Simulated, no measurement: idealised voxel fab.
process module | voxel plated lines
cross-section cut | 195 nm wide | cells 5 nm
A cross-section is a grid of square cells, given in bands from the top down. A band is one or more rows of cells.
Each band's line starts with the height of the band's top and of its bottom, in nm. Then come its materials from left to right, each with its width in nm. One material with "throughout" fills the band from edge to edge. "air" is empty space.
Height 0 is the level under which the wafer as received is all one material. The lowest band goes on downwards, as in "0 down".
A width such as "30 to 40" changes by the same amount from each row of cells to the next, from the band's top row to its bottom row.
"no change" after a step means that no cell of the cross-section changed.
closed voids: empty space of 8 cells or more with no open way to the top, each as width x height at its distance from the left edge, in nm
after a step's settings: what the simulator itself notes on the step
overlay nm, on a step with a mask: how far to the right of its planned place the mask lay; to the left if negative
plan
1 op RECEIVE | material Si
2 op CONFORMAL_DEP | material SiN | thk nm 10
3 op DIRECTIONAL_DEP | material TiN | thk nm 5
4 op PATTERN | tone open | mask id LINES | material resist | width nm 20 | pitch nm 40 | thk nm 15 | overlay nm -15
5 op EPI | material Ru | thk nm 5
6 op STRIP | etch materials resist
7 op DIRECTIONAL_ETCH | etch materials TiN | depth nm 5
8 op CONFORMAL_DEP | material SiCN | thk nm 10
varied across the wafers: overlay nm of step 4. The plan shows the first wafer's value. All wafers start alike
first wafer as received, after step 1
  0 down: Si throughout
  closed voids: none
first wafer at the end, after step 8
  30 to 20: air 20 | SiCN 120 | air 55
  20 to 15: SiCN 30 | Ru 20 | SiCN 20 | Ru 20 | SiCN 20 | Ru 20 | SiCN 65
  15 to 10: SiCN 30 | TiN 20 | SiCN 20 | TiN 20 | SiCN 20 | TiN 20 | SiCN 65
  10 to 0: SiN throughout
  0 down: Si throughout
  closed voids: none
last wafer at the end
  30 to 20: air 50 | SiCN 120 | air 25
  20 to 15: SiCN 60 | Ru 20 | SiCN 20 | Ru 20 | SiCN 20 | Ru 20 | SiCN 35
  15 to 10: SiCN 60 | TiN 20 | SiCN 20 | TiN 20 | SiCN 20 | TiN 20 | SiCN 35
  10 to 0: SiN throughout
  0 down: Si throughout
  closed voids: none
each wafer at the end: cells of each material gained (+) or lost (-) since it was received, then its closed voids
overlay nm -15 | +12 Ru | +102 SiCN | +78 SiN | +12 TiN | closed voids: none
overlay nm -10 | +12 Ru | +102 SiCN | +78 SiN | +12 TiN | closed voids: none
overlay nm -5 | +12 Ru | +102 SiCN | +78 SiN | +12 TiN | closed voids: none
overlay nm 0 | +12 Ru | +102 SiCN | +78 SiN | +12 TiN | closed voids: none
overlay nm 5 | +12 Ru | +102 SiCN | +78 SiN | +12 TiN | closed voids: none
overlay nm 10 | +12 Ru | +102 SiCN | +78 SiN | +12 TiN | closed voids: none
overlay nm 15 | +12 Ru | +102 SiCN | +78 SiN | +12 TiN | closed voids: none
